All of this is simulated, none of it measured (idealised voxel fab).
The name of this process module is voxel transistor to metal.
FYI the section here is cut, 185 nm wide, cells are 5 nm squares.
Reading order for cross-sections: top band down to bottom band. Underlying form: a grid of square cells. Band size: one or more rows of cells.
The entry gives the band's vertical extent as a top height and a bottom height in nm, then its horizontal make-up as materials from left to right, each with a width in nm. "air" stands for empty space; a single material marked "throughout" fills the band edge to edge.
Heights are reckoned from 0. Under this level, the received wafer is all of one material. The bottommost band is open-ended downward, for example "0 nm and below".
So if you see something like "30..40" for the width, read it as the top row of the band sitting at the first number and the bottom row at the second, with every row in between moving by the same amount as the last.
Given "no change occurred" for a step, no cell of the cross-section differs between before and after that step.
The entry titled "Voids, enclosed" provides the empty spaces that have no open way to the top, restricted to those of 8 cells or more. Each is presented as width x height at distance, the distance being measured from the left edge, with all three in nm.
Anything after a step's settings on that line? It's the simulator's own note about the step.
overlay nm: for a step with a mask, the amount by which the mask lay right of where it was planned; a negative amount means left of it.

# So here's the lineup of process steps we planned
1) RECEIVE,material Si
2) OXIDIZE,depth nm 5
3) CONFORMAL_DEP,material SiN,thk nm 15
4) MASKED_ETCH,tone cover,mask id ACTIVE,width nm 110,etch materials SiN,depth nm 15,overlay nm 0
5) MASKED_ETCH,tone cover,mask id ACTIVE,width nm 110,etch materials SiO2,depth nm 5,overlay nm 0
6) MASKED_ETCH,tone cover,mask id ACTIVE,width nm 110,etch materials Si,depth nm 30,overlay nm 0
7) FILL_DEP,material SiO2,thk nm 10
8) CMP,height nm 15
9) SELECTIVE_ETCH,etch materials SiO2,depth nm 5
10) STRIP,etch materials SiN
11) SELECTIVE_ETCH,etch materials SiO2,depth nm 5
12) OXIDIZE,depth nm 5
13) DIRECTIONAL_DEP,material polySi,thk nm 20
14) DIRECTIONAL_DEP,material SiCN,thk nm 15
15) MASKED_ETCH,tone cover,mask id GATE,width nm 20,etch materials SiCN,depth nm 25,overlay nm 0
16) MASKED_ETCH,tone cover,mask id GATE,width nm 20,etch materials polySi,depth nm 30,overlay nm 0
17) CONFORMAL_DEP,material SiN,thk nm 10
18) DIRECTIONAL_ETCH,etch materials SiN,depth nm 10
19) DIRECTIONAL_ETCH,etch materials SiO2,depth nm 5
20) DIRECTIONAL_ETCH,etch materials Si,depth nm 5
21) EPI,material nSi,thk nm 5
22) FILL_DEP,material SiO2,thk nm 5
23) CMP,height nm 30
24) DIRECTIONAL_DEP,material SiO2,thk nm 15
25) DIRECTIONAL_DEP,material aC,thk nm 10
26) PATTERN,tone open,mask id CONTACT,material resist,width nm 20,pitch nm 80,thk nm 30,overlay nm 0
27) DIRECTIONAL_ETCH,etch materials aC,depth nm 10
28) STRIP,etch materials resist
29) DIRECTIONAL_ETCH,etch materials SiO2,depth nm 55
30) STRIP,etch materials aC
31) CONFORMAL_DEP,material TiN,thk nm 5
32) FILL_DEP,material Ru,thk nm 10
33) CMP,height nm 45
34) CONFORMAL_DEP,material SiN,thk nm 5
35) DIRECTIONAL_DEP,material SiO2,thk nm 15
36) MASKED_ETCH,tone open,mask id METAL_1,width nm 20,pitch nm 80,etch materials SiO2,depth nm 15,overlay nm 0
37) MASKED_ETCH,tone open,mask id METAL_1,width nm 20,pitch nm 80,etch materials SiN,depth nm 5,overlay nm 0
38) CONFORMAL_DEP,material TiN,thk nm 5
39) FILL_DEP,material Cu,thk nm 5
40) CMP,height nm 65
41) EPI,material Ru,thk nm 5
42) FILL_DEP,material SiCN,thk nm 5
43) DIRECTIONAL_DEP,material lowk,thk nm 30
44) MASKED_ETCH,tone open,mask id METAL_2,width nm 20,pitch nm 80,etch materials lowk,depth nm 15,overlay nm 0
45) PATTERN,tone open,mask id METAL_2_HOLES,material resist,width nm 15,pitch nm 80,thk nm 15,overlay nm 0
46) DIRECTIONAL_ETCH,etch materials lowk,depth nm 15
47) DIRECTIONAL_ETCH,etch materials SiCN,depth nm 5
48) STRIP,etch materials resist
49) CONFORMAL_DEP,material TiN,thk nm 5
50) FILL_DEP,material Cu,thk nm 10
51) CMP,height nm 105
52) CONFORMAL_DEP,material SiCN,thk nm 5

# Wafer at receipt (post step 1), cross-section
0 nm and below: Si throughout
Voids, enclosed: none

# End-of-module XS, first of two wafers, run as planned
110 nm to 105 nm: SiCN throughout
105 nm to 95 nm: lowk: 40 | TiN: 5 | Cu: 10 | TiN: 5 | lowk: 60 | TiN: 5 | Cu: 10 | TiN: 5 | lowk: 45
95 nm to 90 nm: lowk: 40 | TiN: 5 | Cu: 5 | TiN: 10 | lowk: 60 | TiN: 5 | Cu: 5 | TiN: 10 | lowk: 45
90 nm to 75 nm: lowk: 40 | TiN: 5 | Cu: 5 | TiN: 5 | lowk: 65 | TiN: 5 | Cu: 5 | TiN: 5 | lowk: 50
75 nm to 70 nm: SiCN: 40 | TiN: 15 | SiCN: 65 | TiN: 15 | SiCN: 50
70 nm to 65 nm: SiCN: 35 | Ru: 30 | SiCN: 50 | Ru: 30 | SiCN: 40
65 nm to 50 nm: SiO2: 40 | TiN: 5 | Cu: 10 | TiN: 5 | SiO2: 60 | TiN: 5 | Cu: 10 | TiN: 5 | SiO2: 45
50 nm to 45 nm: SiN: 40 | TiN: 20 | SiN: 60 | TiN: 20 | SiN: 45
45 nm to 30 nm: SiO2: 40 | TiN: 5 | Ru: 10 | TiN: 5 | SiO2: 60 | TiN: 5 | Ru: 10 | TiN: 5 | SiO2: 45
30 nm to 15 nm: SiO2: 40 | TiN: 5 | Ru: 10 | TiN: 5 | SiO2: 10 | SiN: 10 | SiCN: 20 | SiN: 10 | SiO2: 10 | TiN: 5 | Ru: 10 | TiN: 5 | SiO2: 45
15 nm to 5 nm: SiO2: 40 | TiN: 5 | Ru: 10 | TiN: 5 | SiO2: 10 | SiN: 10 | polySi: 20 | SiN: 10 | SiO2: 10 | TiN: 5 | Ru: 10 | TiN: 5 | SiO2: 45
5 nm to -5 nm: SiO2: 30 | SiN: 10 | TiN: 5..10 | Ru: 10..5 | TiN: 5 | SiO2: 10 | SiN: 10 | polySi: 20 | SiN: 10 | SiO2: 10 | TiN: 5 | Ru: 10..5 | TiN: 5..10 | SiN: 10 | SiO2: 35
-5 nm to -10 nm: SiO2: 40 | nSi: 5 | TiN: 15 | SiO2: 5 | nSi: 5 | SiO2: 40 | nSi: 5 | SiO2: 5 | TiN: 15 | nSi: 5 | SiO2: 45
-10 nm to -15 nm: SiO2: 35 | Si: 5 | nSi: 30 | Si: 40 | nSi: 30 | Si: 5 | SiO2: 40
-15 nm to -35 nm: SiO2: 35 | Si: 110 | SiO2: 40
-35 nm and below: Si throughout
Voids, enclosed: none

# So this is wafer number two of the two, cut at the end of the module - it started where the first did and had the same plan, we just got one thing wrong running it
110 nm to 105 nm: SiCN throughout
105 nm to 95 nm: Cu throughout
95 nm to 90 nm: TiN: 45 | Cu: 10 | TiN: 70 | Cu: 10 | TiN: 50
90 nm to 80 nm: lowk: 40 | TiN: 5 | Cu: 10 | TiN: 5 | lowk: 60 | TiN: 5 | Cu: 10 | TiN: 5 | lowk: 45
80 nm to 75 nm: lowk: 40 | TiN: 5 | Cu: 5 | TiN: 10 | lowk: 60 | TiN: 5 | Cu: 5 | TiN: 10 | lowk: 45
75 nm to 70 nm: SiCN: 40 | TiN: 15 | SiCN: 65 | TiN: 15 | SiCN: 50
70 nm to 65 nm: SiCN: 35 | Ru: 30 | SiCN: 50 | Ru: 30 | SiCN: 40
65 nm to 50 nm: SiO2: 40 | TiN: 5 | Cu: 10 | TiN: 5 | SiO2: 60 | TiN: 5 | Cu: 10 | TiN: 5 | SiO2: 45
50 nm to 45 nm: SiN: 40 | TiN: 20 | SiN: 60 | TiN: 20 | SiN: 45
45 nm to 30 nm: SiO2: 40 | TiN: 5 | Ru: 10 | TiN: 5 | SiO2: 60 | TiN: 5 | Ru: 10 | TiN: 5 | SiO2: 45
30 nm to 15 nm: SiO2: 40 | TiN: 5 | Ru: 10 | TiN: 5 | SiO2: 10 | SiN: 10 | SiCN: 20 | SiN: 10 | SiO2: 10 | TiN: 5 | Ru: 10 | TiN: 5 | SiO2: 45
15 nm to 5 nm: SiO2: 40 | TiN: 5 | Ru: 10 | TiN: 5 | SiO2: 10 | SiN: 10 | polySi: 20 | SiN: 10 | SiO2: 10 | TiN: 5 | Ru: 10 | TiN: 5 | SiO2: 45
5 nm to -5 nm: SiO2: 30 | SiN: 10 | TiN: 5..10 | Ru: 10..5 | TiN: 5 | SiO2: 10 | SiN: 10 | polySi: 20 | SiN: 10 | SiO2: 10 | TiN: 5 | Ru: 10..5 | TiN: 5..10 | SiN: 10 | SiO2: 35
-5 nm to -10 nm: SiO2: 40 | nSi: 5 | TiN: 15 | SiO2: 5 | nSi: 5 | SiO2: 40 | nSi: 5 | SiO2: 5 | TiN: 15 | nSi: 5 | SiO2: 45
-10 nm to -15 nm: SiO2: 35 | Si: 5 | nSi: 30 | Si: 40 | nSi: 30 | Si: 5 | SiO2: 40
-15 nm to -35 nm: SiO2: 35 | Si: 110 | SiO2: 40
-35 nm and below: Si throughout
Voids, enclosed: none
what went wrong: contrary to the plan, steps 45 and 46 were processed in exchanged order
End check, counted in cells, second wafer has more or fewer of these materials than the first: +72 Cu, +21 TiN, -93 lowk
